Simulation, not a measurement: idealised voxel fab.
Documented hereafter: the process module known as voxel wiring stack.
Section cut is 260 nm wide and gridded with 5 nm square cells.
Reading order for cross-sections: top band down to bottom band. Underlying form: a grid of square cells. Band size: one or more rows of cells. Heights first: top, then bottom, in nm. Then materials, left to right, each with a width in nm. "throughout" on a single material: fills the band edge to edge. "air": empty space. Basically, 0 is our baseline, since under it the wafer straight out of the box is all one material. The bottom band has no lower end and keeps on going down, so it looks like "z 0 and below". Think of "30->40" as a width that walks from the first number to the second as you go down the band, top row to bottom row, taking equal-sized steps from row to row. Any step labelled "no modification" changed none of the cells in the cross-section. "Sealed internal cavities" lists enclosed empty spaces (at least 8 cells, no open path upward to the top), each as width x height at distance from the left edge, in nm. If you see something after the settings on a step's line, that's the simulator's own remark about that step. If you see "overlay nm" on a step's line and that step has a mask, it's telling you how far right of where it was planned the mask ended up; a negative number means it went left instead.
Plan:
- 1: RECEIVE: material Si
- 2: CONFORMAL_DEP: material SiO2, thk nm 5
- 3: CONFORMAL_DEP: material SiN, thk nm 5
- 4: DIRECTIONAL_DEP: material lowk, thk nm 15
- 5: MASKED_ETCH: tone open, mask id METAL_1, width nm 25, pitch nm 50, etch materials lowk, depth nm 15, overlay nm 0
- 6: MASKED_ETCH: tone open, mask id METAL_1, width nm 25, pitch nm 50, etch materials SiN, depth nm 5, overlay nm 0
- 7: CONFORMAL_DEP: material TiN, thk nm 5
- 8: FILL_DEP: material W, thk nm 10
- 9: CMP: height nm 35
- 10: EPI: material Ru, thk nm 5
- 11: FILL_DEP: material SiCN, thk nm 5
- 12: DIRECTIONAL_DEP: material lowk, thk nm 35
- 13: PATTERN: tone open, mask id METAL_2_HOLES, material resist, width nm 15, thk nm 15, overlay nm 0
- 14: DIRECTIONAL_ETCH: etch materials lowk, depth nm 35
- 15: STRIP: etch materials resist
- 16: DIRECTIONAL_DEP: material aC, thk nm 15
- 17: PATTERN: tone open, mask id METAL_2, material resist, width nm 25, pitch nm 50, thk nm 35, overlay nm 0
- 18: DIRECTIONAL_ETCH: etch materials aC, depth nm 15
- 19: STRIP: etch materials resist
- 20: DIRECTIONAL_ETCH: etch materials lowk, depth nm 20
- 21: DIRECTIONAL_ETCH: etch materials SiCN, depth nm 5
- 22: STRIP: etch materials aC
- 23: CONFORMAL_DEP: material TiN, thk nm 5
- 24: FILL_DEP: material Cu, thk nm 5
- 25: CMP: height nm 80
- 26: CONFORMAL_DEP: material SiCN, thk nm 5
Keep in mind the plan's value for the thk nm of step 2 comes from the first wafer; the wafers don't share that setting, but they do share the same starting point.
Sectional view: first of several wafers, as received, after step 1:
	z 0 and below: Si throughout
	Sealed internal cavities: none
First of several wafers: cross-section at the end of the module, after step 26, its last step:
	z 85 to 80: SiCN throughout
	z 80 to 65: 90 nm lowk  5 nm TiN  15 nm Cu  5 nm TiN  25 nm lowk  5 nm TiN  15 nm Cu  5 nm TiN  95 nm lowk
	z 65 to 60: 90 nm lowk  5 nm TiN  5 nm Cu  15 nm TiN  25 nm lowk  25 nm TiN  95 nm lowk
	z 60 to 45: 90 nm lowk  5 nm TiN  5 nm Cu  5 nm TiN  155 nm lowk
	z 45 to 40: 90 nm SiCN  15 nm TiN  155 nm SiCN
	z 40 to 35: Ru throughout
	z 35 to 30: W throughout
	z 30 to 25: 95 nm TiN  15 nm W  35 nm TiN  15 nm W  100 nm TiN
	z 25 to 10: 90 nm lowk  5 nm TiN  15 nm W  5 nm TiN  25 nm lowk  5 nm TiN  15 nm W  5 nm TiN  95 nm lowk
	z 10 to 5: 90 nm SiN  25 nm TiN  25 nm SiN  25 nm TiN  95 nm SiN
	z 5 to 0: SiO2 throughout
	z 0 and below: Si throughout
	Sealed internal cavities: none
X-section, last wafer, module end:
	z 85 to 80: SiCN throughout
	z 80 to 65: 90 nm lowk  5 nm TiN  15 nm Cu  5 nm TiN  25 nm lowk  5 nm TiN  15 nm Cu  5 nm TiN  95 nm lowk
	z 65 to 60: 90 nm lowk  5 nm TiN  5 nm Cu  15 nm TiN  25 nm lowk  25 nm TiN  95 nm lowk
	z 60 to 45: 90 nm lowk  5 nm TiN  5 nm Cu  5 nm TiN  155 nm lowk
	z 45 to 40: 90 nm SiCN  15 nm TiN  155 nm SiCN
	z 40 to 35: 85 nm SiCN  35 nm Ru  15 nm SiCN  35 nm Ru  90 nm SiCN
	z 35 to 30: 90 nm SiN  25 nm TiN  25 nm SiN  25 nm TiN  95 nm SiN
	z 30 to 0: SiO2 throughout
	z 0 and below: Si throughout
	Sealed internal cavities: none
Per wafer, end of module: cells gained (+) or lost (-) per material since receipt, then closed voids:
thk nm 5; +22 Cu; +52 Ru; +101 SiCN; +42 SiN; +52 SiO2; +98 TiN; +76 W; +441 lowk; Sealed internal cavities: none
thk nm 10; +22 Cu; +52 Ru; +101 SiCN; +42 SiN; +104 SiO2; +98 TiN; +24 W; +441 lowk; Sealed internal cavities: none
thk nm 15; +22 Cu; +14 Ru; +139 SiCN; +42 SiN; +156 SiO2; +52 TiN; +18 W; +441 lowk; Sealed internal cavities: none
thk nm 20; +22 Cu; +14 Ru; +139 SiCN; +42 SiN; +208 SiO2; +48 TiN; +12 W; +399 lowk; Sealed internal cavities: none
thk nm 25; +22 Cu; +14 Ru; +139 SiCN; +42 SiN; +260 SiO2; +44 TiN; +6 W; +357 lowk; Sealed internal cavities: none
thk nm 30; +22 Cu; +14 Ru; +139 SiCN; +42 SiN; +312 SiO2; +40 TiN; +315 lowk; Sealed internal cavities: none
